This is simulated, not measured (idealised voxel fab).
The document below concerns the process module designated voxel fin reveal.
Square cell edge 5 nm, section width 295 nm, ID cut.
Cross-section format: a grid of square cells, given as bands from top to bottom; each band is one or more rows of cells. Look at the band entry: it leads with the top's height and the bottom's height in nm. Then it lists the materials left to right, with a width in nm for each. The word "throughout" on a single material says that material fills the band edge to edge. The word "empty" is empty space. All heights in this document are referenced to 0, defined as the level beneath which the wafer, as received, consists entirely of one material. The lowest band is not bounded below; it extends indefinitely downward and is written in the form "0..down". A two-number width, for instance "30->40", indicates that the width is equal to the first number in the top row of the band and to the second number in the bottom row, and that it changes by a constant amount per row of cells. "no change" means the step left every cell of the cross-section as it was. In the "Enclosed internal cavities" entry, you get each enclosed empty space of 8 cells or more, one with no open way to the top, written width x height at distance, distance from the left edge, in nm. Where a step's line continues beyond its settings, the continuation is a remark by the simulator itself on that step. You can add "overlay nm" to a step's line. For a step with a mask, it describes how far the mask lay to the right of its planned position, and a negative number describes a lay to the left.
[Planned step list for the process]
1. RECEIVE [material Si]
2. CONFORMAL_DEP [material SiN] [thk nm 10]
3. PATTERN [tone cover] [mask id FINS] [material resist] [width nm 15] [pitch nm 40] [thk nm 20] [overlay nm -15]
4. DIRECTIONAL_ETCH [etch materials SiN] [depth nm 10]
5. DIRECTIONAL_ETCH [etch materials Si] [depth nm 30]
6. STRIP [etch materials resist]
7. FILL_DEP [material SiO2] [thk nm 5]
8. CMP [height nm 10]
9. SELECTIVE_ETCH [etch materials SiO2] [depth nm 25]
10. STRIP [etch materials SiN]
11. CONFORMAL_DEP [material SiO2] [thk nm 5]
The wafers are alike at the start. At step 3, their overlay nm differs. The plan lists the first wafer's value.
[As received, i.e. after step 1: cross-section through the first of several wafers]
* 0..down: Si throughout
* Enclosed internal cavities: none
[At the end of the module, after its last step, step 11, the first of several wafers appears in cross-section as follows]
* 5..0: empty=80  SiO2=25  empty=15  SiO2=25  empty=15  SiO2=25  empty=110
* 0..-10: empty=80  SiO2=5  Si=15  SiO2=5  empty=15  SiO2=5  Si=15  SiO2=5  empty=15  SiO2=5  Si=15  SiO2=5  empty=110
* -10..-30: SiO2=85  Si=15  SiO2=25  Si=15  SiO2=25  Si=15  SiO2=115
* -30..down: Si throughout
* Enclosed internal cavities: none
[End of module, last wafer sectioned]
* 5..0: empty=110  SiO2=25  empty=15  SiO2=25  empty=15  SiO2=25  empty=80
* 0..-10: empty=110  SiO2=5  Si=15  SiO2=5  empty=15  SiO2=5  Si=15  SiO2=5  empty=15  SiO2=5  Si=15  SiO2=5  empty=80
* -10..-30: SiO2=115  Si=15  SiO2=25  Si=15  SiO2=25  Si=15  SiO2=85
* -30..down: Si throughout
* Enclosed internal cavities: none
[Quick key for the table: a row per wafer, taken at the end of the module. For each material it tells you how many cells the wafer gained (+) or lost (-) since it came in, and the closed voids come after]
overlay nm -15; -300 Si; +227 SiO2; Enclosed internal cavities: none
overlay nm -10; -300 Si; +227 SiO2; Enclosed internal cavities: none
overlay nm -5; -300 Si; +227 SiO2; Enclosed internal cavities: none
overlay nm 0; -300 Si; +227 SiO2; Enclosed internal cavities: none
overlay nm 5; -300 Si; +227 SiO2; Enclosed internal cavities: none
overlay nm 10; -300 Si; +227 SiO2; Enclosed internal cavities: none
overlay nm 15; -300 Si; +227 SiO2; Enclosed internal cavities: none
